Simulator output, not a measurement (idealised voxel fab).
Process module, titled voxel ribs on slabs
Each square cell in cross-section cut measures 5 nm, and the section as a whole is 285 nm wide.
Reading order for cross-sections: top band down to bottom band. Underlying form: a grid of square cells. Band size: one or more rows of cells.
The band entry comprises the height of the band's top followed by the height of its bottom, expressed in nm, and subsequently the band's materials from left to right, each stated together with its width in nm. Where a single material is marked with the word "everywhere", that material fills the band from edge to edge. The word "empty" represents empty space.
Convention: height 0 is the level below which the wafer, as received, is all one material. The lowest band does not terminate at the bottom but continues downward, represented as "from 0 down".
You'd read "30..40" like this: the band's top row of cells is as wide as the first number, its bottom row is as wide as the second, and going down, every row changes width by the same amount as the row before did.
"remains unaltered" after a step means that no cell of the cross-section changed.
If an empty space has no open way to the top and is at least 8 cells in size, "Sealed voids" lists it, written width x height at distance, where distance is measured from the left edge and every value is in nm.
The remark found on a step's line after its settings is issued by the simulator itself and pertains to that step.
overlay nm: step with mask; distance mask lay right of planned place; negative value = left of planned place.

### This section lists the process steps that were planned
1) RECEIVE with material Si
2) DIRECTIONAL_DEP with material SiO2, thk nm 30
3) DIRECTIONAL_DEP with material SiN, thk nm 15
4) PATTERN with tone cover, mask id RIB, material resist, width nm 25, thk nm 20, overlay nm 0
5) DIRECTIONAL_ETCH with etch materials SiN, depth nm 5
6) STRIP with etch materials resist
7) MASKED_ETCH with tone cover, mask id SLAB, width nm 55, etch materials SiN, depth nm 10, overlay nm 0
8) FILL_DEP with material SiO2, thk nm 20
9) CMP with height nm 55
10) DIRECTIONAL_DEP with material W, thk nm 10
11) MASKED_ETCH with tone cover, mask id HEATER, width nm 35, etch materials W, depth nm 10, overlay nm -15
12) CONFORMAL_DEP with material SiO2, thk nm 5
Don't read the plan's overlay nm for step 11 as applying to every wafer: that's the first wafer's value, and the wafers differ in it, though they all start identical.

### As-received cross-section, first of several wafers, post step 1
  from 0 down = Si everywhere
  Sealed voids: none

### Last step of the module is step 12; after it, the first of several wafers in cross-section
  from 70 to 65 = empty 105, then SiO2 45, then empty 135
  from 65 to 60 = empty 105, then SiO2 5, then W 35, then SiO2 5, then empty 135
  from 60 to 55 = SiO2 110, then W 35, then SiO2 140
  from 55 to 45 = SiO2 everywhere
  from 45 to 40 = SiO2 130, then SiN 25, then SiO2 130
  from 40 to 30 = SiO2 115, then SiN 55, then SiO2 115
  from 30 to 0 = SiO2 everywhere
  from 0 down = Si everywhere
  Sealed voids: none

### Last-wafer cross-section at the end of the module
  from 70 to 65 = empty 135, then SiO2 45, then empty 105
  from 65 to 60 = empty 135, then SiO2 5, then W 35, then SiO2 5, then empty 105
  from 60 to 55 = SiO2 140, then W 35, then SiO2 110
  from 55 to 45 = SiO2 everywhere
  from 45 to 40 = SiO2 130, then SiN 25, then SiO2 130
  from 40 to 30 = SiO2 115, then SiN 55, then SiO2 115
  from 30 to 0 = SiO2 everywhere
  from 0 down = Si everywhere
  Sealed voids: none

### Below, a row for every wafer. Read it as the end-of-module picture: for each material the wafer shows its cells gained (+) or lost (-) since it was received, and then its closed voids
overlay nm -15, +27 SiN, +661 SiO2, +14 W, Sealed voids: none
overlay nm -10, +27 SiN, +661 SiO2, +14 W, Sealed voids: none
overlay nm -5, +27 SiN, +661 SiO2, +14 W, Sealed voids: none
overlay nm 0, +27 SiN, +661 SiO2, +14 W, Sealed voids: none
overlay nm 5, +27 SiN, +661 SiO2, +14 W, Sealed voids: none
overlay nm 10, +27 SiN, +661 SiO2, +14 W, Sealed voids: none
overlay nm 15, +27 SiN, +661 SiO2, +14 W, Sealed voids: none
